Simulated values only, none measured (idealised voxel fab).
Title: Process Module voxel transistor to metal
We display cut, a cross-section 295 nm in width whose square cells are each 5 nm.
How to read a cross-section here: the picture is a grid of square cells, written as bands going from the top down, and any band can span one or more rows of cells. Band: top and bottom heights (nm) first, top before bottom; then materials from left to right, widths in nm. "full width" marks a sole material filling the band edge to edge. "blank" denotes empty space. Height is counted from the level 0, under which the received wafer is composed throughout of one material. The lowest of the bands is not closed at the bottom but continues downward, in the notation "top 0, no bottom". The expression "30..40" gives the width at the extremes of the band, the first number at its top row of cells and the second at its bottom row, with the width changing by equal amounts from each row to the next in between. When a step is marked "left unchanged", none of the cells in the cross-section changed during that step. "Unvented internal voids" - sealed voids, min. 8 cells, no opening to top; format: width x height at distance (distance from left edge; nm throughout). Whatever follows a step's settings on its line is a remark the simulator itself makes about that step. "overlay nm" answers the question of how far to the right of plan the mask lay on a step that has a mask, and when it is negative the answer is to the left.

List of planned process steps
- 1: op RECEIVE | material Si
- 2: op CONFORMAL_DEP | material SiO2 | thk nm 5
- 3: op CONFORMAL_DEP | material SiN | thk nm 15
- 4: op MASKED_ETCH | tone cover | mask id ACTIVE | width nm 110 | pitch nm 130 | etch materials SiN | depth nm 15 | overlay nm 0
- 5: op MASKED_ETCH | tone cover | mask id ACTIVE | width nm 110 | pitch nm 130 | etch materials SiO2 | depth nm 5 | overlay nm 0
- 6: op MASKED_ETCH | tone cover | mask id ACTIVE | width nm 110 | pitch nm 130 | etch materials Si | depth nm 30 | overlay nm 0
- 7: op FILL_DEP | material SiO2 | thk nm 10
- 8: op CMP | height nm 20
- 9: op SELECTIVE_ETCH | etch materials SiO2 | depth nm 15
- 10: op STRIP | etch materials SiN
- 11: op SELECTIVE_ETCH | etch materials SiO2 | depth nm 5
- 12: op OXIDIZE | depth nm 5
- 13: op DIRECTIONAL_DEP | material polySi | thk nm 30
- 14: op DIRECTIONAL_DEP | material SiCN | thk nm 10
- 15: op DIRECTIONAL_DEP | material aC | thk nm 10
- 16: op PATTERN | tone cover | mask id GATE | material resist | width nm 20 | pitch nm 130 | thk nm 25 | overlay nm 0
- 17: op DIRECTIONAL_ETCH | etch materials aC | depth nm 10
- 18: op STRIP | etch materials resist
- 19: op DIRECTIONAL_ETCH | etch materials SiCN | depth nm 20
- 20: op DIRECTIONAL_ETCH | etch materials polySi | depth nm 40
- 21: op STRIP | etch materials aC
- 22: op CONFORMAL_DEP | material SiO2 | thk nm 5
- 23: op DIRECTIONAL_ETCH | etch materials SiO2 | depth nm 5
- 24: op CONFORMAL_DEP | material SiN | thk nm 5
- 25: op DIRECTIONAL_ETCH | etch materials SiN | depth nm 5
- 26: op DIRECTIONAL_ETCH | etch materials SiO2 | depth nm 5
- 27: op EPI | material SiGe | thk nm 5
- 28: op FILL_DEP | material SiO2 | thk nm 5
- 29: op CMP | height nm 40
- 30: op DIRECTIONAL_DEP | material SiO2 | thk nm 15
- 31: op DIRECTIONAL_DEP | material aC | thk nm 10
- 32: op PATTERN | tone open | mask id CONTACT | material resist | width nm 20 | thk nm 30 | overlay nm 0
- 33: op DIRECTIONAL_ETCH | etch materials aC | depth nm 10
- 34: op STRIP | etch materials resist
- 35: op DIRECTIONAL_ETCH | etch materials SiO2 | depth nm 55
- 36: op STRIP | etch materials aC
- 37: op CONFORMAL_DEP | material TiN | thk nm 5
- 38: op FILL_DEP | material Ru | thk nm 5
- 39: op CMP | height nm 55
- 40: op CONFORMAL_DEP | material SiN | thk nm 5
- 41: op DIRECTIONAL_DEP | material lowk | thk nm 25
- 42: op DIRECTIONAL_DEP | material aC | thk nm 15
- 43: op PATTERN | tone open | mask id METAL_1 | material resist | width nm 20 | thk nm 35 | overlay nm 0
- 44: op DIRECTIONAL_ETCH | etch materials aC | depth nm 15
- 45: op STRIP | etch materials resist
- 46: op DIRECTIONAL_ETCH | etch materials lowk | depth nm 25
- 47: op DIRECTIONAL_ETCH | etch materials SiN | depth nm 5
- 48: op STRIP | etch materials aC
- 49: op CONFORMAL_DEP | material TiN | thk nm 5
- 50: op FILL_DEP | material W | thk nm 10
- 51: op CMP | height nm 85
- 52: op EPI | material Ru | thk nm 5
- 53: op FILL_DEP | material SiCN | thk nm 5
- 54: op DIRECTIONAL_DEP | material SiO2 | thk nm 25
- 55: op DIRECTIONAL_DEP | material aC | thk nm 10
- 56: op PATTERN | tone open | mask id METAL_2 | material resist | width nm 20 | pitch nm 130 | thk nm 25 | overlay nm 0
- 57: op DIRECTIONAL_ETCH | etch materials aC | depth nm 10
- 58: op STRIP | etch materials resist
- 59: op DIRECTIONAL_ETCH | etch materials SiO2 | depth nm 15
- 60: op STRIP | etch materials aC
- 61: op DIRECTIONAL_DEP | material aC | thk nm 10
- 62: op PATTERN | tone open | mask id METAL_2_HOLES | material resist | width nm 15 | pitch nm 130 | thk nm 25 | overlay nm 0
- 63: op DIRECTIONAL_ETCH | etch materials aC | depth nm 10
- 64: op STRIP | etch materials resist
- 65: op DIRECTIONAL_ETCH | etch materials SiO2 | depth nm 10
- 66: op DIRECTIONAL_ETCH | etch materials SiCN | depth nm 5
- 67: op STRIP | etch materials aC
- 68: op CONFORMAL_DEP | material TiN | thk nm 5
- 69: op FILL_DEP | material Cu | thk nm 10
- 70: op CMP | height nm 120
- 71: op CONFORMAL_DEP | material SiCN | thk nm 5

As-received wafer cross-section (after step 1)
    top 0, no bottom: Si full width
    Unvented internal voids: none

Module complete - cross-section of the first of two wafers, run according to plan
    top 125, bottom 120: SiCN full width
    top 120, bottom 110: SiO2 30 nm; TiN 5 nm; Cu 10 nm; TiN 5 nm; SiO2 110 nm; TiN 5 nm; Cu 10 nm; TiN 5 nm; SiO2 115 nm
    top 110, bottom 105: SiO2 30 nm; TiN 5 nm; Cu 5 nm; TiN 10 nm; SiO2 110 nm; TiN 5 nm; Cu 5 nm; TiN 10 nm; SiO2 115 nm
    top 105, bottom 95: SiO2 30 nm; TiN 5 nm; Cu 5 nm; TiN 5 nm; SiO2 115 nm; TiN 5 nm; Cu 5 nm; TiN 5 nm; SiO2 120 nm
    top 95, bottom 90: SiCN 30 nm; TiN 15 nm; SiCN 115 nm; TiN 15 nm; SiCN 120 nm
    top 90, bottom 85: SiCN 25 nm; Ru 30 nm; SiCN 50 nm; Ru 30 nm; SiCN 20 nm; Ru 30 nm; SiCN 50 nm; Ru 30 nm; SiCN 30 nm
    top 85, bottom 60: lowk 30 nm; TiN 5 nm; W 10 nm; TiN 5 nm; lowk 60 nm; TiN 5 nm; W 10 nm; TiN 5 nm; lowk 30 nm; TiN 5 nm; W 10 nm; TiN 5 nm; lowk 60 nm; TiN 5 nm; W 10 nm; TiN 5 nm; lowk 35 nm
    top 60, bottom 55: SiN 30 nm; TiN 20 nm; SiN 60 nm; TiN 20 nm; SiN 30 nm; TiN 20 nm; SiN 60 nm; TiN 20 nm; SiN 35 nm
    top 55, bottom 40: SiO2 30 nm; TiN 5 nm; Ru 10 nm; TiN 5 nm; SiO2 60 nm; TiN 5 nm; Ru 10 nm; TiN 5 nm; SiO2 30 nm; TiN 5 nm; Ru 10 nm; TiN 5 nm; SiO2 60 nm; TiN 5 nm; Ru 10 nm; TiN 5 nm; SiO2 35 nm
    top 40, bottom 30: SiO2 30 nm; TiN 5 nm; Ru 10 nm; TiN 5 nm; SiO2 10 nm; SiN 5 nm; SiO2 5 nm; SiCN 20 nm; SiO2 5 nm; SiN 5 nm; SiO2 10 nm; TiN 5 nm; Ru 10 nm; TiN 5 nm; SiO2 30 nm; TiN 5 nm; Ru 10 nm; TiN 5 nm; SiO2 10 nm; SiN 5 nm; SiO2 5 nm; SiCN 20 nm; SiO2 5 nm; SiN 5 nm; SiO2 10 nm; TiN 5 nm; Ru 10 nm; TiN 5 nm; SiO2 35 nm
    top 30, bottom 5: SiO2 30 nm; TiN 5 nm; Ru 10 nm; TiN 5 nm; SiO2 10 nm; SiN 5 nm; SiO2 5 nm; polySi 20 nm; SiO2 5 nm; SiN 5 nm; SiO2 10 nm; TiN 5 nm; Ru 10 nm; TiN 5 nm; SiO2 30 nm; TiN 5 nm; Ru 10 nm; TiN 5 nm; SiO2 10 nm; SiN 5 nm; SiO2 5 nm; polySi 20 nm; SiO2 5 nm; SiN 5 nm; SiO2 10 nm; TiN 5 nm; Ru 10 nm; TiN 5 nm; SiO2 35 nm
    top 5, bottom 0: SiO2 30 nm; TiN 20 nm; SiO2 10 nm; SiN 5 nm; SiO2 5 nm; polySi 20 nm; SiO2 5 nm; SiN 5 nm; SiO2 10 nm; TiN 20 nm; SiO2 30 nm; TiN 20 nm; SiO2 10 nm; SiN 5 nm; SiO2 5 nm; polySi 20 nm; SiO2 5 nm; SiN 5 nm; SiO2 10 nm; TiN 20 nm; SiO2 35 nm
    top 0, bottom -5: SiO2 20 nm; SiGe 40 nm; SiO2 40 nm; SiGe 40 nm; SiO2 10 nm; SiGe 40 nm; SiO2 40 nm; SiGe 40 nm; SiO2 25 nm
    top -5, bottom -30: SiO2 25 nm; Si 110 nm; SiO2 20 nm; Si 110 nm; SiO2 30 nm
    top -30, no bottom: Si full width
    Unvented internal voids: none

This cross-section belongs to the second wafer of two at the end of the module; the start and the plan were shared with the first, and the run included one mistake
    top 125, bottom 120: SiCN full width
    top 120, bottom 110: SiO2 30 nm; TiN 5 nm; Cu 10 nm; TiN 5 nm; SiO2 110 nm; TiN 5 nm; Cu 10 nm; TiN 5 nm; SiO2 115 nm
    top 110, bottom 105: SiO2 30 nm; TiN 5 nm; Cu 5 nm; TiN 10 nm; SiO2 110 nm; TiN 5 nm; Cu 5 nm; TiN 10 nm; SiO2 115 nm
    top 105, bottom 95: SiO2 30 nm; TiN 5 nm; Cu 5 nm; TiN 5 nm; SiO2 115 nm; TiN 5 nm; Cu 5 nm; TiN 5 nm; SiO2 120 nm
    top 95, bottom 90: SiCN 30 nm; TiN 15 nm; SiCN 115 nm; TiN 15 nm; SiCN 120 nm
    top 90, bottom 85: SiCN 25 nm; Ru 30 nm; SiCN 50 nm; Ru 30 nm; SiCN 20 nm; Ru 30 nm; SiCN 50 nm; Ru 30 nm; SiCN 30 nm
    top 85, bottom 60: lowk 30 nm; TiN 5 nm; W 10 nm; TiN 5 nm; lowk 60 nm; TiN 5 nm; W 10 nm; TiN 5 nm; lowk 30 nm; TiN 5 nm; W 10 nm; TiN 5 nm; lowk 60 nm; TiN 5 nm; W 10 nm; TiN 5 nm; lowk 35 nm
    top 60, bottom 55: SiN 30 nm; TiN 20 nm; SiN 60 nm; TiN 20 nm; SiN 30 nm; TiN 20 nm; SiN 60 nm; TiN 20 nm; SiN 35 nm
    top 55, bottom 40: SiO2 30 nm; TiN 5 nm; Ru 10 nm; TiN 5 nm; SiO2 60 nm; TiN 5 nm; Ru 10 nm; TiN 5 nm; SiO2 30 nm; TiN 5 nm; Ru 10 nm; TiN 5 nm; SiO2 60 nm; TiN 5 nm; Ru 10 nm; TiN 5 nm; SiO2 35 nm
    top 40, bottom 30: SiO2 30 nm; TiN 5 nm; Ru 10 nm; TiN 5 nm; SiO2 10 nm; SiN 5 nm; SiO2 5 nm; SiCN 20 nm; SiO2 5 nm; SiN 5 nm; SiO2 10 nm; TiN 5 nm; Ru 10 nm; TiN 5 nm; SiO2 30 nm; TiN 5 nm; Ru 10 nm; TiN 5 nm; SiO2 10 nm; SiN 5 nm; SiO2 5 nm; SiCN 20 nm; SiO2 5 nm; SiN 5 nm; SiO2 10 nm; TiN 5 nm; Ru 10 nm; TiN 5 nm; SiO2 35 nm
    top 30, bottom 15: SiO2 30 nm; TiN 5 nm; Ru 10 nm; TiN 5 nm; SiO2 10 nm; SiN 5 nm; SiO2 5 nm; polySi 20 nm; SiO2 5 nm; SiN 5 nm; SiO2 10 nm; TiN 5 nm; Ru 10 nm; TiN 5 nm; SiO2 30 nm; TiN 5 nm; Ru 10 nm; TiN 5 nm; SiO2 10 nm; SiN 5 nm; SiO2 5 nm; polySi 20 nm; SiO2 5 nm; SiN 5 nm; SiO2 10 nm; TiN 5 nm; Ru 10 nm; TiN 5 nm; SiO2 35 nm
    top 15, bottom 10: SiO2 30 nm; TiN 20 nm; SiO2 10 nm; SiN 5 nm; SiO2 5 nm; polySi 20 nm; SiO2 5 nm; SiN 5 nm; SiO2 10 nm; TiN 20 nm; SiO2 30 nm; TiN 20 nm; SiO2 10 nm; SiN 5 nm; SiO2 5 nm; polySi 20 nm; SiO2 5 nm; SiN 5 nm; SiO2 10 nm; TiN 20 nm; SiO2 35 nm
    top 10, bottom 0: SiO2 10 nm; SiGe 50 nm; SiN 5 nm; SiO2 5 nm; polySi 20 nm; SiO2 5 nm; SiN 5 nm; SiGe 90 nm; SiN 5 nm; SiO2 5 nm; polySi 20 nm; SiO2 5 nm; SiN 5 nm; SiGe 50 nm; SiO2 15 nm
    top 0, bottom -5: SiO2 10 nm; SiGe 50 nm; SiO2 40 nm; SiGe 90 nm; SiO2 40 nm; SiGe 50 nm; SiO2 15 nm
    top -5, bottom -30: SiO2 25 nm; Si 110 nm; SiO2 20 nm; Si 110 nm; SiO2 30 nm
    top -30, no bottom: Si full width
    Unvented internal voids: none
Finding, execution versus plan: step 27 ran differently from the plan; actual operation with settings: op EPI | material SiGe | thk nm 15
End of process, cell counts, second wafer against first, materials with more or fewer: 16 fewer of Ru, 82 more of SiGe, 50 fewer of SiO2, 16 fewer of TiN
